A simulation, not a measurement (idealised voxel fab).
Proc. module: voxel lift off
Xsec cut, 180 nm wide, square cell size 5 nm.
Cross-section, as written here: a square-cell grid given band by band from the top down, where a band holds one or more rows of cells.
Heads up on the band format: heights come first, top then bottom, in nm. After that it's the materials left to right, each with its width in nm. A single material flagged "edge to edge" fills the whole band edge to edge, and "empty" means there's empty space there.
Height is counted from the level 0, under which the received wafer is composed throughout of one material. The lowest of the bands is not closed at the bottom but continues downward, in the notation "0 down".
Per-row width for "30 to 40": begins at first number (top row of band), ends at second number (bottom row), increment between rows held constant.
Reading "no alteration" for a step: not a cell of the cross-section changed in it.
Listed in "Voids, fully enclosed": every empty space of 8 or more cells without an open way to the top. Form: width x height at distance, the distance being from the left edge, all in nm.
Heads up: the bit after the settings on a step's line is the simulator's remark on that step.
"overlay nm" on a masked step: distance the mask lay right of its planned place, negative for left.
[Set out below are the planned steps of the process]
1) RECEIVE | material Si
2) CONFORMAL_DEP | material Al2O3 | thk nm 5
3) PATTERN | tone open | mask id LINES | material resist | width nm 25 | pitch nm 50 | thk nm 25 | overlay nm 0
4) DIRECTIONAL_DEP | material Ru | thk nm 10
5) STRIP | etch materials resist
6) CONFORMAL_DEP | material SiN | thk nm 5
The plan shows the thk nm of step 2 as the first wafer had it; this setting differs between the wafers, which start out alike.
[Here's the first of the wafers in cross-section, just as we got it, i.e. after step 1]
- 0 down = Si edge to edge
- Voids, fully enclosed: none
[Cross-section after step 6, the final step of the module, for the first of several wafers]
- 20 to 15 = 45 empty | 35 SiN | 15 empty | 35 SiN | 50 empty
- 15 to 10 = 45 empty | 5 SiN | 25 Ru | 5 SiN | 15 empty | 5 SiN | 25 Ru | 5 SiN | 50 empty
- 10 to 5 = 50 SiN | 25 Ru | 25 SiN | 25 Ru | 55 SiN
- 5 to 0 = Al2O3 edge to edge
- 0 down = Si edge to edge
- Voids, fully enclosed: none
[Showing the last wafer in cross-section at the end of the module]
- 45 to 40 = 45 empty | 35 SiN | 15 empty | 35 SiN | 50 empty
- 40 to 35 = 45 empty | 5 SiN | 25 Ru | 5 SiN | 15 empty | 5 SiN | 25 Ru | 5 SiN | 50 empty
- 35 to 30 = 50 SiN | 25 Ru | 25 SiN | 25 Ru | 55 SiN
- 30 to 0 = Al2O3 edge to edge
- 0 down = Si edge to edge
- Voids, fully enclosed: none
[Basically each wafer gets a line in the table, showing it at the end of the module: material by material, the cells it gained (+) or lost (-) since we got it, then its closed voids]
thk nm 5; +36 Al2O3; +20 Ru; +44 SiN; Voids, fully enclosed: none
thk nm 10; +72 Al2O3; +20 Ru; +44 SiN; Voids, fully enclosed: none
thk nm 15; +108 Al2O3; +20 Ru; +44 SiN; Voids, fully enclosed: none
thk nm 20; +144 Al2O3; +20 Ru; +44 SiN; Voids, fully enclosed: none
thk nm 25; +180 Al2O3; +20 Ru; +44 SiN; Voids, fully enclosed: none
thk nm 30; +216 Al2O3; +20 Ru; +44 SiN; Voids, fully enclosed: none
